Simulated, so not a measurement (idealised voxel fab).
The process module presented herein is designated voxel tone inversion.
This is section cut - it's 235 nm across, gridded in 5 nm square cells.
If you're reading a cross-section in this doc, picture square cells in a grid; it comes to you as bands, top ones listed first down to the bottom, and a band can be one or more rows of cells. Band: top and bottom heights (nm) first, top before bottom; then materials from left to right, widths in nm. "full width" marks a sole material filling the band edge to edge. "empty" denotes empty space. Height 0 is the level under which the wafer as received is all one material. The lowest band goes on downwards, as in "0 nm and below". Top row gets the first number, bottom row gets the second, and each row in between changes by the same step: that is how a band width like "30..40" works. "no modification" after a step means that no cell of the cross-section changed. If an empty space has no open way to the top and is at least 8 cells in size, "Fully closed voids" lists it, written width x height at distance, where distance is measured from the left edge and every value is in nm. The remark found on a step's line after its settings is issued by the simulator itself and pertains to that step. overlay nm: for a step with a mask, the amount by which the mask lay right of where it was planned; a negative amount means left of it.

**Process steps foreseen in the plan**
1) RECEIVE: material Si
2) CONFORMAL_DEP: material SiCN, thk nm 5
3) DIRECTIONAL_DEP: material aC, thk nm 20
4) PATTERN: tone cover, mask id POSTS, material resist, width nm 20, pitch nm 40, thk nm 30, overlay nm 0
5) DIRECTIONAL_ETCH: etch materials aC, depth nm 20
6) STRIP: etch materials resist
7) FILL_DEP: material SiO2, thk nm 10
8) CMP: height nm 25
9) STRIP: etch materials aC
10) CONFORMAL_DEP: material TiN, thk nm 5
11) FILL_DEP: material Ru, thk nm 10
12) CMP: height nm 25
13) CONFORMAL_DEP: material SiCN, thk nm 5

**This is the cross-section of the wafer as we received it, i.e. after step 1**
  0 nm and below: Si full width
  Fully closed voids: none

**Cross-section, end of module. Start: as above. Plan: as above. Execution: one mistake**
  30 nm to 25 nm: SiCN full width
  25 nm to 10 nm: 85 SiO2; 5 TiN; 10 aC; 5 TiN; 20 SiO2; 5 TiN; 10 aC; 5 TiN; 90 SiO2
  10 nm to 5 nm: 85 SiO2; 20 TiN; 20 SiO2; 20 TiN; 90 SiO2
  5 nm to 0 nm: SiCN full width
  0 nm and below: Si full width
  Fully closed voids: none
The mistake made against the process plan was this: contrary to plan, step 11 was performed as FILL_DEP: material aC, thk nm 10
